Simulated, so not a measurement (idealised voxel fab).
Process module name: voxel trench capacitor
Cross-section cut spans 205 nm and uses square cells 5 nm in size.
Each cross-section below is a grid of square cells, stated as bands in top-down order, with one or more rows of cells making up each band. This entry defines a band. It first specifies the height of the band's top and the height of its bottom in nm, and then specifies the band's materials from left to right, stating each material with its width in nm. The word "all across" identifies a single material that fills the band from edge to edge, while the word "air" identifies empty space. Basically, 0 is our baseline, since under it the wafer straight out of the box is all one material. The bottom band has no lower end and keeps on going down, so it looks like "top 0, no bottom". It should be noted that a width expressed as "30..40" varies in equal increments from row to row of cells within the band, taking the value of the first number at the top row and that of the second number at the bottom row. Any step labelled "no change occurred" changed none of the cells in the cross-section. Voids, enclosed: empty space of 8 cells or more with no open way to the top, each as width x height at its distance from the left edge, in nm. If you see something after the settings on a step's line, that's the simulator's own remark about that step. The "overlay nm" setting may appear on a step's line; for a step that uses a mask, it gives how far to the right of its planned position the mask lay, and a negative value indicates the left.

THIS SECTION LISTS THE PROCESS STEPS THAT WERE PLANNED
1. RECEIVE (material Si)
2. CONFORMAL_DEP (material SiN; thk nm 10)
3. PATTERN (tone open; mask id TRENCH; material resist; width nm 20; pitch nm 50; thk nm 15; overlay nm 0)
4. DIRECTIONAL_ETCH (etch materials SiN; depth nm 10)
5. DIRECTIONAL_ETCH (etch materials Si; depth nm 35)
6. STRIP (etch materials resist)
7. CONFORMAL_DEP (material Al2O3; thk nm 5)
8. FILL_DEP (material polySi; thk nm 10)
9. CMP (height nm 10)

WAFER AS RECEIVED: CROSS-SECTION FOLLOWING STEP 1
    top 0, no bottom = Si all across
    Voids, enclosed: none

WHAT THE WAFER LOOKS LIKE IN CROSS-SECTION AFTER THIS MODULE, WHEN IT STARTS AS SHOWN ABOVE AND FOLLOWS THE PLAN ABOVE BUT ONE MISTAKE IS MADE IN RUNNING IT
    top 10, bottom 0 = SiN 20, then Al2O3 5, then polySi 5, then Al2O3 5, then SiN 35, then Al2O3 5, then polySi 5, then Al2O3 5, then SiN 35, then Al2O3 5, then polySi 5, then Al2O3 5, then SiN 35, then Al2O3 5, then polySi 5, then Al2O3 5, then SiN 20
    top 0, bottom -30 = Si 20, then Al2O3 5, then polySi 5, then Al2O3 5, then Si 35, then Al2O3 5, then polySi 5, then Al2O3 5, then Si 35, then Al2O3 5, then polySi 5, then Al2O3 5, then Si 35, then Al2O3 5, then polySi 5, then Al2O3 5, then Si 20
    top -30, bottom -35 = Si 20, then Al2O3 15, then Si 35, then Al2O3 15, then Si 35, then Al2O3 15, then Si 35, then Al2O3 15, then Si 20
    top -35, no bottom = Si all across
    Voids, enclosed: none
Deviation noted in wafer processing: step 3 ran as: PATTERN (tone open; mask id TRENCH; material resist; width nm 15; pitch nm 50; thk nm 15; overlay nm 0)
